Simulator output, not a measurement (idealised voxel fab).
The process module presented herein is designated voxel transistor to metal.
Cross-section cut spans 165 nm and uses square cells 5 nm in size.
For the purposes of this document, a cross-section shall be understood as a grid of square cells, specified as bands listed in top-to-bottom order, each band consisting of one or more rows of cells. The band entry comprises the height of the band's top followed by the height of its bottom, expressed in nm, and subsequently the band's materials from left to right, each stated together with its width in nm. Where a single material is marked with the word "everywhere", that material fills the band from edge to edge. The word "air" represents empty space. The reference from which all heights are counted is 0, the level beneath which the as-received wafer is entirely one material; the lowest band, having no lower bound, proceeds downward and is written after the example "0..down". A width given as "30->40" starts at the first number in the band's top row and ends at the second number in its bottom row, shifting by an equal amount at every step from row to row. "no change", as given for a step, is the statement that not any cell of the cross-section underwent a change during that step. Basically, "Non-vented voids" tells you about the enclosed voids: empty spaces with no open way to the top, 8 cells or bigger, each written width x height at distance, where distance is from the left edge, all in nm. Anything after a step's settings on that line? It's the simulator's own note about the step. "overlay nm" denotes, for a step that has a mask, the displacement of the mask to the right of its planned place, with negative values corresponding to the left. Pairs follow: section before one process step, section after it down to the lowest changed band, step with settings underneath. Pairs may come from different runs of this module on the same starting wafer; continuity with the pair above only as stated in the "Pre-step view" entry.

### Pre-step view
	45..35  SiO2 everywhere
	35..20  SiO2: 50, SiN: 10, SiO2: 5, SiCN: 35, SiO2: 5, SiN: 10, SiO2: 50
	20..5  SiO2: 50, SiN: 10, SiO2: 5, polySi: 35, SiO2: 5, SiN: 10, SiO2: 50
	5..0  SiO2: 30, SiN: 10, nSi: 10, SiN: 10, SiO2: 5, polySi: 35, SiO2: 5, SiN: 10, nSi: 10, SiN: 10, SiO2: 30
	0..-5  SiO2: 40, nSi: 10, SiO2: 65, nSi: 10, SiO2: 40
	-5..-10  SiO2: 30, Si: 10, nSi: 10, Si: 65, nSi: 10, Si: 10, SiO2: 30
	-10..-30  SiO2: 30, Si: 105, SiO2: 30
	-30..down  Si everywhere
	Non-vented voids: none

### Resulting Structure
	20..5  SiO2: 50, SiN: 10, SiO2: 5, polySi: 35, SiO2: 5, SiN: 10, SiO2: 50
	Whatever lies below 5 is exactly as it was before.
	Non-vented voids: none
Which step turns the before cross-section above into the after cross-section? CMP: height nm 20

Pre-step view: the cross-section after the pair above

### Resulting Structure
	20..5  SiO2: 50, SiN: 10, SiO2: 5, air: 35, SiO2: 5, SiN: 10, SiO2: 50
	5..0  SiO2: 30, SiN: 10, nSi: 10, SiN: 10, SiO2: 5, air: 35, SiO2: 5, SiN: 10, nSi: 10, SiN: 10, SiO2: 30
	Whatever lies below 0 is exactly as it was before.
	Non-vented voids: none
Which step turns the before cross-section above into the after cross-section? STRIP: etch materials polySi

Pre-step view: the cross-section after the pair above

### Resulting Structure
	20..15  air: 50, SiN: 10, air: 45, SiN: 10, air: 50
	15..5  SiO2: 50, SiN: 10, air: 45, SiN: 10, SiO2: 50
	5..0  SiO2: 30, SiN: 10, nSi: 10, SiN: 10, air: 45, SiN: 10, nSi: 10, SiN: 10, SiO2: 30
	0..-5  SiO2: 40, nSi: 10, SiO2: 10, air: 45, SiO2: 10, nSi: 10, SiO2: 40
	Whatever lies below -5 is exactly as it was before.
	Non-vented voids: none
Which step turns the before cross-section above into the after cross-section? SELECTIVE_ETCH: etch materials SiO2, depth nm 5

Pre-step view: the cross-section after the pair above

### Resulting Structure
	25..20  air: 45, HfO2: 20, air: 35, HfO2: 20, air: 45
	20..15  HfO2: 50, SiN: 10, HfO2: 5, air: 35, HfO2: 5, SiN: 10, HfO2: 50
	15..5  SiO2: 50, SiN: 10, HfO2: 5, air: 35, HfO2: 5, SiN: 10, SiO2: 50
	5..0  SiO2: 30, SiN: 10, nSi: 10, SiN: 10, HfO2: 5, air: 35, HfO2: 5, SiN: 10, nSi: 10, SiN: 10, SiO2: 30
	0..-5  SiO2: 40, nSi: 10, SiO2: 10, HfO2: 45, SiO2: 10, nSi: 10, SiO2: 40
	Whatever lies below -5 is exactly as it was before.
	Non-vented voids: none
Which step turns the before cross-section above into the after cross-section? CONFORMAL_DEP: material HfO2, thk nm 5

Pre-step view: the cross-section after the pair above

### Resulting Structure
	30..25  air: 40, TiN: 30, air: 25, TiN: 30, air: 40
	25..20  TiN: 45, HfO2: 20, TiN: 5, air: 25, TiN: 5, HfO2: 20, TiN: 45
	20..15  HfO2: 50, SiN: 10, HfO2: 5, TiN: 5, air: 25, TiN: 5, HfO2: 5, SiN: 10, HfO2: 50
	15..5  SiO2: 50, SiN: 10, HfO2: 5, TiN: 5, air: 25, TiN: 5, HfO2: 5, SiN: 10, SiO2: 50
	5..0  SiO2: 30, SiN: 10, nSi: 10, SiN: 10, HfO2: 5, TiN: 35, HfO2: 5, SiN: 10, nSi: 10, SiN: 10, SiO2: 30
	Whatever lies below 0 is exactly as it was before.
	Non-vented voids: none
Which step turns the before cross-section above into the after cross-section? CONFORMAL_DEP: material TiN, thk nm 5

Pre-step view: the cross-section after the pair above

### Resulting Structure
	40..30  W everywhere
	30..25  W: 40, TiN: 30, W: 25, TiN: 30, W: 40
	25..20  TiN: 45, HfO2: 20, TiN: 5, W: 25, TiN: 5, HfO2: 20, TiN: 45
	20..15  HfO2: 50, SiN: 10, HfO2: 5, TiN: 5, W: 25, TiN: 5, HfO2: 5, SiN: 10, HfO2: 50
	15..5  SiO2: 50, SiN: 10, HfO2: 5, TiN: 5, W: 25, TiN: 5, HfO2: 5, SiN: 10, SiO2: 50
	Whatever lies below 5 is exactly as it was before.
	Non-vented voids: none
Which step turns the before cross-section above into the after cross-section? FILL_DEP: material W, thk nm 10

Pre-step view: the cross-section after the pair above

### Resulting Structure
	15..5  SiO2: 50, SiN: 10, HfO2: 5, TiN: 5, W: 25, TiN: 5, HfO2: 5, SiN: 10, SiO2: 50
	Whatever lies below 5 is exactly as it was before.
	Non-vented voids: none
Which step turns the before cross-section above into the after cross-section? CMP: height nm 15

Pre-step view: the cross-section after the pair above

### Resulting Structure
	25..15  SiO2 everywhere
	Whatever lies below 15 is exactly as it was before.
	Non-vented voids: none
Which step turns the before cross-section above into the after cross-section? DIRECTIONAL_DEP: material SiO2, thk nm 10

Pre-step view: the cross-section after the pair above

### Resulting Structure
	25..15  SiO2: 35, air: 15, SiO2: 65, air: 15, SiO2: 35
	15..5  SiO2: 35, air: 15, SiN: 10, HfO2: 5, TiN: 5, W: 25, TiN: 5, HfO2: 5, SiN: 10, air: 15, SiO2: 35
	Whatever lies below 5 is exactly as it was before.
	Non-vented voids: none
Which step turns the before cross-section above into the after cross-section? MASKED_ETCH: tone open, mask id CONTACT, width nm 15, pitch nm 80, etch materials SiO2, depth nm 20, overlay nm 0

Pre-step view: the cross-section after the pair above

### Resulting Structure
	30..25  TiN: 40, air: 5, TiN: 75, air: 5, TiN: 40
	25..15  SiO2: 35, TiN: 5, air: 5, TiN: 5, SiO2: 65, TiN: 5, air: 5, TiN: 5, SiO2: 35
	15..10  SiO2: 35, TiN: 5, air: 5, TiN: 5, SiN: 10, HfO2: 5, TiN: 5, W: 25, TiN: 5, HfO2: 5, SiN: 10, TiN: 5, air: 5, TiN: 5, SiO2: 35
	10..5  SiO2: 35, TiN: 15, SiN: 10, HfO2: 5, TiN: 5, W: 25, TiN: 5, HfO2: 5, SiN: 10, TiN: 15, SiO2: 35
	Whatever lies below 5 is exactly as it was before.
	Non-vented voids: none
Which step turns the before cross-section above into the after cross-section? CONFORMAL_DEP: material TiN, thk nm 5

Pre-step view: the cross-section after the pair above

### Resulting Structure
	35..30  W everywhere
	30..25  TiN: 40, W: 5, TiN: 75, W: 5, TiN: 40
	25..15  SiO2: 35, TiN: 5, W: 5, TiN: 5, SiO2: 65, TiN: 5, W: 5, TiN: 5, SiO2: 35
	15..10  SiO2: 35, TiN: 5, W: 5, TiN: 5, SiN: 10, HfO2: 5, TiN: 5, W: 25, TiN: 5, HfO2: 5, SiN: 10, TiN: 5, W: 5, TiN: 5, SiO2: 35
	Whatever lies below 10 is exactly as it was before.
	Non-vented voids: none
Which step turns the before cross-section above into the after cross-section? FILL_DEP: material W, thk nm 5

Pre-step view: the cross-section after the pair above

### Resulting Structure
	25..15  SiO2: 35, TiN: 5, W: 5, TiN: 5, SiO2: 65, TiN: 5, W: 5, TiN: 5, SiO2: 35
	Whatever lies below 15 is exactly as it was before.
	Non-vented voids: none
Which step turns the before cross-section above into the after cross-section? CMP: height nm 25

Pre-step view: the cross-section after the pair above

### Resulting Structure
	30..25  SiCN everywhere
	Whatever lies below 25 is exactly as it was before.
	Non-vented voids: none
Which step turns the before cross-section above into the after cross-section? CONFORMAL_DEP: material SiCN, thk nm 5

Pre-step view: the cross-section after the pair above

### Resulting Structure
	50..30  SiO2 everywhere
	Whatever lies below 30 is exactly as it was before.
	Non-vented voids: none
Which step turns the before cross-section above into the after cross-section? DIRECTIONAL_DEP: material SiO2, thk nm 20

Pre-step view: the cross-section after the pair above

### Resulting Structure
	60..50  aC everywhere
	Whatever lies below 50 is exactly as it was before.
	Non-vented voids: none
Which step turns the before cross-section above into the after cross-section? DIRECTIONAL_DEP: material aC, thk nm 10

Pre-step view: the cross-section after the pair above

### Resulting Structure
	85..60  resist: 35, air: 15, resist: 65, air: 15, resist: 35
	Whatever lies below 60 is exactly as it was before.
	Non-vented voids: none
Which step turns the before cross-section above into the after cross-section? PATTERN: tone open, mask id METAL_1, material resist, width nm 15, pitch nm 80, thk nm 25, overlay nm 0

Pre-step view: the cross-section after the pair above

### Resulting Structure
	75..60  resist: 35, air: 15, resist: 65, air: 15, resist: 35
	60..50  aC: 35, air: 15, aC: 65, air: 15, aC: 35
	Whatever lies below 50 is exactly as it was before.
	Non-vented voids: none
Which step turns the before cross-section above into the after cross-section? DIRECTIONAL_ETCH: etch materials aC, depth nm 10

Pre-step view: the cross-section after the pair above

### Resulting Structure
	60..50  aC: 35, air: 15, aC: 65, air: 15, aC: 35
	Whatever lies below 50 is exactly as it was before.
	Non-vented voids: none
Which step turns the before cross-section above into the after cross-section? STRIP: etch materials resist

Pre-step view: the cross-section after the pair above

### Resulting Structure
	60..50  aC: 35, air: 15, aC: 65, air: 15, aC: 35
	50..30  SiO2: 35, air: 15, SiO2: 65, air: 15, SiO2: 35
	Whatever lies below 30 is exactly as it was before.
	Non-vented voids: none
Which step turns the before cross-section above into the after cross-section? DIRECTIONAL_ETCH: etch materials SiO2, depth nm 20

Pre-step view: the cross-section after the pair above

### Resulting Structure
	60..50  aC: 35, air: 15, aC: 65, air: 15, aC: 35
	50..30  SiO2: 35, air: 15, SiO2: 65, air: 15, SiO2: 35
	30..25  SiCN: 35, air: 15, SiCN: 65, air: 15, SiCN: 35
	Whatever lies below 25 is exactly as it was before.
	Non-vented voids: none
Which step turns the before cross-section above into the after cross-section? DIRECTIONAL_ETCH: etch materials SiCN, depth nm 5

Pre-step view: the cross-section after the pair above

### Resulting Structure
	50..30  SiO2: 35, air: 15, SiO2: 65, air: 15, SiO2: 35
	Whatever lies below 30 is exactly as it was before.
	Non-vented voids: none
Which step turns the before cross-section above into the after cross-section? STRIP: etch materials aC

Pre-step view: the cross-section after the pair above

### Resulting Structure
	55..50  TiN: 40, air: 5, TiN: 75, air: 5, TiN: 40
	50..30  SiO2: 35, TiN: 5, air: 5, TiN: 5, SiO2: 65, TiN: 5, air: 5, TiN: 5, SiO2: 35
	30..25  SiCN: 35, TiN: 15, SiCN: 65, TiN: 15, SiCN: 35
	Whatever lies below 25 is exactly as it was before.
	Non-vented voids: none
Which step turns the before cross-section above into the after cross-section? CONFORMAL_DEP: material TiN, thk nm 5

Pre-step view: the cross-section after the pair above

### Resulting Structure
	65..55  Cu everywhere
	55..50  TiN: 40, Cu: 5, TiN: 75, Cu: 5, TiN: 40
	50..30  SiO2: 35, TiN: 5, Cu: 5, TiN: 5, SiO2: 65, TiN: 5, Cu: 5, TiN: 5, SiO2: 35
	Whatever lies below 30 is exactly as it was before.
	Non-vented voids: none
Which step turns the before cross-section above into the after cross-section? FILL_DEP: material Cu, thk nm 10

Pre-step view: the cross-section after the pair above

### Resulting Structure
	50..30  SiO2: 35, TiN: 5, Cu: 5, TiN: 5, SiO2: 65, TiN: 5, Cu: 5, TiN: 5, SiO2: 35
	Whatever lies below 30 is exactly as it was before.
	Non-vented voids: none
Which step turns the before cross-section above into the after cross-section? CMP: height nm 50

Pre-step view: the cross-section after the pair above

### Resulting Structure
	55..50  SiCN everywhere
	Whatever lies below 50 is exactly as it was before.
	Non-vented voids: none
Which step turns the before cross-section above into the after cross-section? CONFORMAL_DEP: material SiCN, thk nm 5

Pre-step view: the cross-section after the pair above

### Resulting Structure
	80..55  lowk everywhere
	Whatever lies below 55 is exactly as it was before.
	Non-vented voids: none
Which step turns the before cross-section above into the after cross-section? DIRECTIONAL_DEP: material lowk, thk nm 25

Pre-step view: the cross-section after the pair above

### Resulting Structure
	80..65  lowk: 35, air: 15, lowk: 65, air: 15, lowk: 35
	Whatever lies below 65 is exactly as it was before.
	Non-vented voids: none
Which step turns the before cross-section above into the after cross-section? MASKED_ETCH: tone open, mask id METAL_2, width nm 15, pitch nm 80, etch materials lowk, depth nm 15, overlay nm 0

Pre-step view: the cross-section after the pair above

### Resulting Structure
	80..55  lowk: 35, air: 15, lowk: 65, air: 15, lowk: 35
	Whatever lies below 55 is exactly as it was before.
	Non-vented voids: none
Which step turns the before cross-section above into the after cross-section? MASKED_ETCH: tone open, mask id METAL_2_HOLES, width nm 15, pitch nm 80, etch materials lowk, depth nm 10, overlay nm 0

Pre-step view: the cross-section after the pair above

### Resulting Structure
	80..55  lowk: 35, air: 15, lowk: 65, air: 15, lowk: 35
	55..50  SiCN: 35, air: 15, SiCN: 65, air: 15, SiCN: 35
	Whatever lies below 50 is exactly as it was before.
	Non-vented voids: none
Which step turns the before cross-section above into the after cross-section? MASKED_ETCH: tone open, mask id METAL_2_HOLES, width nm 15, pitch nm 80, etch materials SiCN, depth nm 5, overlay nm 0

Pre-step view: the cross-section after the pair above

### Resulting Structure
	85..80  TiN: 40, air: 5, TiN: 75, air: 5, TiN: 40
	80..55  lowk: 35, TiN: 5, air: 5, TiN: 5, lowk: 65, TiN: 5, air: 5, TiN: 5, lowk: 35
	55..50  SiCN: 35, TiN: 15, SiCN: 65, TiN: 15, SiCN: 35
	Whatever lies below 50 is exactly as it was before.
	Non-vented voids: none
Which step turns the before cross-section above into the after cross-section? CONFORMAL_DEP: material TiN, thk nm 5

Pre-step view: the cross-section after the pair above

### Resulting Structure
	90..85  Ru everywhere
	85..80  TiN: 40, Ru: 5, TiN: 75, Ru: 5, TiN: 40
	80..55  lowk: 35, TiN: 5, Ru: 5, TiN: 5, lowk: 65, TiN: 5, Ru: 5, TiN: 5, lowk: 35
	Whatever lies below 55 is exactly as it was before.
	Non-vented voids: none
Which step turns the before cross-section above into the after cross-section? FILL_DEP: material Ru, thk nm 5

Pre-step view: the cross-section after the pair above

### Resulting Structure
	80..55  lowk: 35, TiN: 5, Ru: 5, TiN: 5, lowk: 65, TiN: 5, Ru: 5, TiN: 5, lowk: 35
	Whatever lies below 55 is exactly as it was before.
	Non-vented voids: none
Which step turns the before cross-section above into the after cross-section? CMP: height nm 80

Pre-step view: the cross-section after the pair above

### Resulting Structure
	85..80  SiCN everywhere
	Whatever lies below 80 is exactly as it was before.
	Non-vented voids: none
Which step turns the before cross-section above into the after cross-section? CONFORMAL_DEP: material SiCN, thk nm 5

### Pre-step view
	50..45  aC: 25, air: 115, aC: 25
	45..40  aC everywhere
	40..35  SiCN: 25, aC: 115, SiCN: 25
	35..25  SiCN everywhere
	25..20  polySi: 25, SiCN: 115, polySi: 25
	20..5  polySi everywhere
	5..0  SiO2: 25, polySi: 115, SiO2: 25
	0..-5  SiO2 everywhere
	-5..-25  SiO2: 30, Si: 105, SiO2: 30
	-25..down  Si everywhere
	Non-vented voids: none

### Resulting Structure
	75..50  air: 70, resist: 25, air: 70
	50..45  aC: 25, air: 45, resist: 25, air: 45, aC: 25
	Whatever lies below 45 is exactly as it was before.
	Non-vented voids: none
Which step turns the before cross-section above into the after cross-section? PATTERN: tone cover, mask id GATE, material resist, width nm 25, thk nm 25, overlay nm 0

Pre-step view: the cross-section after the pair above

### Resulting Structure
	65..45  air: 70, resist: 25, air: 70
	45..40  air: 70, aC: 25, air: 70
	40..35  SiCN: 25, air: 45, aC: 25, air: 45, SiCN: 25
	Whatever lies below 35 is exactly as it was before.
	Non-vented voids: none
Which step turns the before cross-section above into the after cross-section? DIRECTIONAL_ETCH: etch materials aC, depth nm 10

Pre-step view: the cross-section after the pair above

### Resulting Structure
	45..40  air: 70, aC: 25, air: 70
	Whatever lies below 40 is exactly as it was before.
	Non-vented voids: none
Which step turns the before cross-section above into the after cross-section? STRIP: etch materials resist

Pre-step view: the cross-section after the pair above

### Resulting Structure
	45..35  air: 70, aC: 25, air: 70
	35..25  air: 70, SiCN: 25, air: 70
	25..20  polySi: 25, air: 45, SiCN: 25, air: 45, polySi: 25
	Whatever lies below 20 is exactly as it was before.
	Non-vented voids: none
Which step turns the before cross-section above into the after cross-section? DIRECTIONAL_ETCH: etch materials SiCN, depth nm 25

Pre-step view: the cross-section after the pair above

### Resulting Structure
	45..35  air: 70, aC: 25, air: 70
	35..20  air: 70, SiCN: 25, air: 70
	20..5  air: 70, polySi: 25, air: 70
	5..0  SiO2: 25, air: 45, polySi: 25, air: 45, SiO2: 25
	Whatever lies below 0 is exactly as it was before.
	Non-vented voids: none
Which step turns the before cross-section above into the after cross-section? DIRECTIONAL_ETCH: etch materials polySi, depth nm 30

Pre-step view: the cross-section after the pair above

### Resulting Structure
	35..20  air: 70, SiCN: 25, air: 70
	Whatever lies below 20 is exactly as it was before.
	Non-vented voids: none
Which step turns the before cross-section above into the after cross-section? STRIP: etch materials aC

Pre-step view: the cross-section after the pair above

### Resulting Structure
	40..35  air: 65, SiO2: 35, air: 65
	35..20  air: 65, SiO2: 5, SiCN: 25, SiO2: 5, air: 65
	20..10  air: 65, SiO2: 5, polySi: 25, SiO2: 5, air: 65
	10..5  SiO2: 30, air: 35, SiO2: 5, polySi: 25, SiO2: 5, air: 35, SiO2: 30
	5..0  SiO2: 70, polySi: 25, SiO2: 70
	Whatever lies below 0 is exactly as it was before.
	Non-vented voids: none
Which step turns the before cross-section above into the after cross-section? CONFORMAL_DEP: material SiO2, thk nm 5

Pre-step view: the cross-section after the pair above

### Resulting Structure
	35..20  air: 65, SiO2: 5, SiCN: 25, SiO2: 5, air: 65
	20..5  air: 65, SiO2: 5, polySi: 25, SiO2: 5, air: 65
	5..0  SiO2: 30, air: 35, SiO2: 5, polySi: 25, SiO2: 5, air: 35, SiO2: 30
	Whatever lies below 0 is exactly as it was before.
	Non-vented voids: none
Which step turns the before cross-section above into the after cross-section? DIRECTIONAL_ETCH: etch materials SiO2, depth nm 5

Pre-step view: the cross-section after the pair above

### Resulting Structure
	45..35  air: 55, SiN: 55, air: 55
	35..20  air: 55, SiN: 10, SiO2: 5, SiCN: 25, SiO2: 5, SiN: 10, air: 55
	20..15  air: 55, SiN: 10, SiO2: 5, polySi: 25, SiO2: 5, SiN: 10, air: 55
	15..10  SiN: 40, air: 15, SiN: 10, SiO2: 5, polySi: 25, SiO2: 5, SiN: 10, air: 15, SiN: 40
	10..5  SiN: 65, SiO2: 5, polySi: 25, SiO2: 5, SiN: 65
	5..0  SiO2: 30, SiN: 35, SiO2: 5, polySi: 25, SiO2: 5, SiN: 35, SiO2: 30
	Whatever lies below 0 is exactly as it was before.
	Non-vented voids: none
Which step turns the before cross-section above into the after cross-section? CONFORMAL_DEP: material SiN, thk nm 10

Pre-step view: the cross-section after the pair above

### Resulting Structure
	35..20  air: 55, SiN: 10, SiO2: 5, SiCN: 25, SiO2: 5, SiN: 10, air: 55
	20..5  air: 55, SiN: 10, SiO2: 5, polySi: 25, SiO2: 5, SiN: 10, air: 55
	5..0  SiO2: 30, SiN: 10, air: 15, SiN: 10, SiO2: 5, polySi: 25, SiO2: 5, SiN: 10, air: 15, SiN: 10, SiO2: 30
	Whatever lies below 0 is exactly as it was before.
	Non-vented voids: none
Which step turns the before cross-section above into the after cross-section? DIRECTIONAL_ETCH: etch materials SiN, depth nm 10

Pre-step view: the cross-section after the pair above

### Resulting Structure
	35..30  air: 55, SiN: 10, air: 5, SiCN: 25, air: 5, SiN: 10, air: 55
	30..20  air: 55, SiN: 10, SiO2: 5, SiCN: 25, SiO2: 5, SiN: 10, air: 55
	20..5  air: 55, SiN: 10, SiO2: 5, polySi: 25, SiO2: 5, SiN: 10, air: 55
	5..0  air: 30, SiN: 10, air: 15, SiN: 10, SiO2: 5, polySi: 25, SiO2: 5, SiN: 10, air: 15, SiN: 10, air: 30
	0..-5  SiO2: 40, air: 15, SiO2: 55, air: 15, SiO2: 40
	Whatever lies below -5 is exactly as it was before.
	Non-vented voids: none
Which step turns the before cross-section above into the after cross-section? DIRECTIONAL_ETCH: etch materials SiO2, depth nm 5

Pre-step view: the cross-section after the pair above

### Resulting Structure
	35..30  air: 55, SiN: 10, air: 5, SiCN: 25, air: 5, SiN: 10, air: 55
	30..20  air: 55, SiN: 10, SiO2: 5, SiCN: 25, SiO2: 5, SiN: 10, air: 55
	20..5  air: 55, SiN: 10, SiO2: 5, polySi: 25, SiO2: 5, SiN: 10, air: 55
	5..0  air: 30, SiN: 10, air: 15, SiN: 10, SiO2: 5, polySi: 25, SiO2: 5, SiN: 10, air: 15, SiN: 10, air: 30
	0..-5  SiO2: 40, air: 15, SiO2: 55, air: 15, SiO2: 40
	-5..-10  SiO2: 30, Si: 10, air: 15, Si: 55, air: 15, Si: 10, SiO2: 30
	Whatever lies below -10 is exactly as it was before.
	Non-vented voids: none
Which step turns the before cross-section above into the after cross-section? DIRECTIONAL_ETCH: etch materials Si, depth nm 5

Pre-step view: the cross-section after the pair above

### Resulting Structure
	35..30  air: 55, SiN: 10, air: 5, SiCN: 25, air: 5, SiN: 10, air: 55
	30..20  air: 55, SiN: 10, SiO2: 5, SiCN: 25, SiO2: 5, SiN: 10, air: 55
	20..5  air: 55, SiN: 10, SiO2: 5, polySi: 25, SiO2: 5, SiN: 10, air: 55
	5..0  air: 30, SiN: 10, nSi: 15, SiN: 10, SiO2: 5, polySi: 25, SiO2: 5, SiN: 10, nSi: 15, SiN: 10, air: 30
	0..-5  SiO2: 40, nSi: 15, SiO2: 55, nSi: 15, SiO2: 40
	-5..-10  SiO2: 30, Si: 10, nSi: 15, Si: 55, nSi: 15, Si: 10, SiO2: 30
	Whatever lies below -10 is exactly as it was before.
	Non-vented voids: none
Which step turns the before cross-section above into the after cross-section? EPI: material nSi, thk nm 10

Pre-step view: the cross-section after the pair above

### Resulting Structure
	45..35  SiO2 everywhere
	35..20  SiO2: 55, SiN: 10, SiO2: 5, SiCN: 25, SiO2: 5, SiN: 10, SiO2: 55
	20..5  SiO2: 55, SiN: 10, SiO2: 5, polySi: 25, SiO2: 5, SiN: 10, SiO2: 55
	5..0  SiO2: 30, SiN: 10, nSi: 15, SiN: 10, SiO2: 5, polySi: 25, SiO2: 5, SiN: 10, nSi: 15, SiN: 10, SiO2: 30
	Whatever lies below 0 is exactly as it was before.
	Non-vented voids: none
Which step turns the before cross-section above into the after cross-section? FILL_DEP: material SiO2, thk nm 10

Pre-step view: the cross-section after the pair above

### Resulting Structure
	20..5  SiO2: 55, SiN: 10, SiO2: 5, polySi: 25, SiO2: 5, SiN: 10, SiO2: 55
	Whatever lies below 5 is exactly as it was before.
	Non-vented voids: none
Which step turns the before cross-section above into the after cross-section? CMP: height nm 20

Pre-step view: the cross-section after the pair above

### Resulting Structure
	20..5  SiO2: 55, SiN: 10, SiO2: 5, air: 25, SiO2: 5, SiN: 10, SiO2: 55
	5..0  SiO2: 30, SiN: 10, nSi: 15, SiN: 10, SiO2: 5, air: 25, SiO2: 5, SiN: 10, nSi: 15, SiN: 10, SiO2: 30
	Whatever lies below 0 is exactly as it was before.
	Non-vented voids: none
Which step turns the before cross-section above into the after cross-section? STRIP: etch materials polySi

Pre-step view: the cross-section after the pair above

### Resulting Structure
	20..15  air: 55, SiN: 10, air: 35, SiN: 10, air: 55
	15..5  SiO2: 55, SiN: 10, air: 35, SiN: 10, SiO2: 55
	5..0  SiO2: 30, SiN: 10, nSi: 15, SiN: 10, air: 35, SiN: 10, nSi: 15, SiN: 10, SiO2: 30
	0..-5  SiO2: 40, nSi: 15, SiO2: 10, air: 35, SiO2: 10, nSi: 15, SiO2: 40
	Whatever lies below -5 is exactly as it was before.
	Non-vented voids: none
Which step turns the before cross-section above into the after cross-section? SELECTIVE_ETCH: etch materials SiO2, depth nm 5

Pre-step view: the cross-section after the pair above

### Resulting Structure
	25..20  air: 50, HfO2: 20, air: 25, HfO2: 20, air: 50
	20..15  HfO2: 55, SiN: 10, HfO2: 5, air: 25, HfO2: 5, SiN: 10, HfO2: 55
	15..5  SiO2: 55, SiN: 10, HfO2: 5, air: 25, HfO2: 5, SiN: 10, SiO2: 55
	5..0  SiO2: 30, SiN: 10, nSi: 15, SiN: 10, HfO2: 5, air: 25, HfO2: 5, SiN: 10, nSi: 15, SiN: 10, SiO2: 30
	0..-5  SiO2: 40, nSi: 15, SiO2: 10, HfO2: 35, SiO2: 10, nSi: 15, SiO2: 40
	Whatever lies below -5 is exactly as it was before.
	Non-vented voids: none
Which step turns the before cross-section above into the after cross-section? CONFORMAL_DEP: material HfO2, thk nm 5

Pre-step view: the cross-section after the pair above

### Resulting Structure
	30..25  air: 45, TiN: 30, air: 15, TiN: 30, air: 45
	25..20  TiN: 50, HfO2: 20, TiN: 5, air: 15, TiN: 5, HfO2: 20, TiN: 50
	20..15  HfO2: 55, SiN: 10, HfO2: 5, TiN: 5, air: 15, TiN: 5, HfO2: 5, SiN: 10, HfO2: 55
	15..5  SiO2: 55, SiN: 10, HfO2: 5, TiN: 5, air: 15, TiN: 5, HfO2: 5, SiN: 10, SiO2: 55
	5..0  SiO2: 30, SiN: 10, nSi: 15, SiN: 10, HfO2: 5, TiN: 25, HfO2: 5, SiN: 10, nSi: 15, SiN: 10, SiO2: 30
	Whatever lies below 0 is exactly as it was before.
	Non-vented voids: none
Which step turns the before cross-section above into the after cross-section? CONFORMAL_DEP: material TiN, thk nm 5

Pre-step view: the cross-section after the pair above

### Resulting Structure
	40..30  W everywhere
	30..25  W: 45, TiN: 30, W: 15, TiN: 30, W: 45
	25..20  TiN: 50, HfO2: 20, TiN: 5, W: 15, TiN: 5, HfO2: 20, TiN: 50
	20..15  HfO2: 55, SiN: 10, HfO2: 5, TiN: 5, W: 15, TiN: 5, HfO2: 5, SiN: 10, HfO2: 55
	15..5  SiO2: 55, SiN: 10, HfO2: 5, TiN: 5, W: 15, TiN: 5, HfO2: 5, SiN: 10, SiO2: 55
	Whatever lies below 5 is exactly as it was before.
	Non-vented voids: none
Which step turns the before cross-section above into the after cross-section? FILL_DEP: material W, thk nm 10

Pre-step view: the cross-section after the pair above

### Resulting Structure
	15..5  SiO2: 55, SiN: 10, HfO2: 5, TiN: 5, W: 15, TiN: 5, HfO2: 5, SiN: 10, SiO2: 55
	Whatever lies below 5 is exactly as it was before.
	Non-vented voids: none
Which step turns the before cross-section above into the after cross-section? CMP: height nm 15

Pre-step view: the cross-section after the pair above

### Resulting Structure
	25..15  SiO2 everywhere
	Whatever lies below 15 is exactly as it was before.
	Non-vented voids: none
Which step turns the before cross-section above into the after cross-section? DIRECTIONAL_DEP: material SiO2, thk nm 10

Pre-step view: the cross-section after the pair above

### Resulting Structure
	25..15  SiO2: 35, air: 15, SiO2: 65, air: 15, SiO2: 35
	15..5  SiO2: 35, air: 15, SiO2: 5, SiN: 10, HfO2: 5, TiN: 5, W: 15, TiN: 5, HfO2: 5, SiN: 10, SiO2: 5, air: 15, SiO2: 35
	Whatever lies below 5 is exactly as it was before.
	Non-vented voids: none
Which step turns the before cross-section above into the after cross-section? MASKED_ETCH: tone open, mask id CONTACT, width nm 15, pitch nm 80, etch materials SiO2, depth nm 20, overlay nm 0

Pre-step view: the cross-section after the pair above

### Resulting Structure
	30..25  TiN: 40, air: 5, TiN: 75, air: 5, TiN: 40
	25..15  SiO2: 35, TiN: 5, air: 5, TiN: 5, SiO2: 65, TiN: 5, air: 5, TiN: 5, SiO2: 35
	15..10  SiO2: 35, TiN: 5, air: 5, TiN: 5, SiO2: 5, SiN: 10, HfO2: 5, TiN: 5, W: 15, TiN: 5, HfO2: 5, SiN: 10, SiO2: 5, TiN: 5, air: 5, TiN: 5, SiO2: 35
	10..5  SiO2: 35, TiN: 15, SiO2: 5, SiN: 10, HfO2: 5, TiN: 5, W: 15, TiN: 5, HfO2: 5, SiN: 10, SiO2: 5, TiN: 15, SiO2: 35
	Whatever lies below 5 is exactly as it was before.
	Non-vented voids: none
Which step turns the before cross-section above into the after cross-section? CONFORMAL_DEP: material TiN, thk nm 5

Pre-step view: the cross-section after the pair above

### Resulting Structure
	35..30  W everywhere
	30..25  TiN: 40, W: 5, TiN: 75, W: 5, TiN: 40
	25..15  SiO2: 35, TiN: 5, W: 5, TiN: 5, SiO2: 65, TiN: 5, W: 5, TiN: 5, SiO2: 35
	15..10  SiO2: 35, TiN: 5, W: 5, TiN: 5, SiO2: 5, SiN: 10, HfO2: 5, TiN: 5, W: 15, TiN: 5, HfO2: 5, SiN: 10, SiO2: 5, TiN: 5, W: 5, TiN: 5, SiO2: 35
	Whatever lies below 10 is exactly as it was before.
	Non-vented voids: none
Which step turns the before cross-section above into the after cross-section? FILL_DEP: material W, thk nm 5

Pre-step view: the cross-section after the pair above

### Resulting Structure
	25..15  SiO2: 35, TiN: 5, W: 5, TiN: 5, SiO2: 65, TiN: 5, W: 5, TiN: 5, SiO2: 35
	Whatever lies below 15 is exactly as it was before.
	Non-vented voids: none
Which step turns the before cross-section above into the after cross-section? CMP: height nm 25

Pre-step view: the cross-section after the pair above

### Resulting Structure
	30..25  SiCN everywhere
	Whatever lies below 25 is exactly as it was before.
	Non-vented voids: none
Which step turns the before cross-section above into the after cross-section? CONFORMAL_DEP: material SiCN, thk nm 5
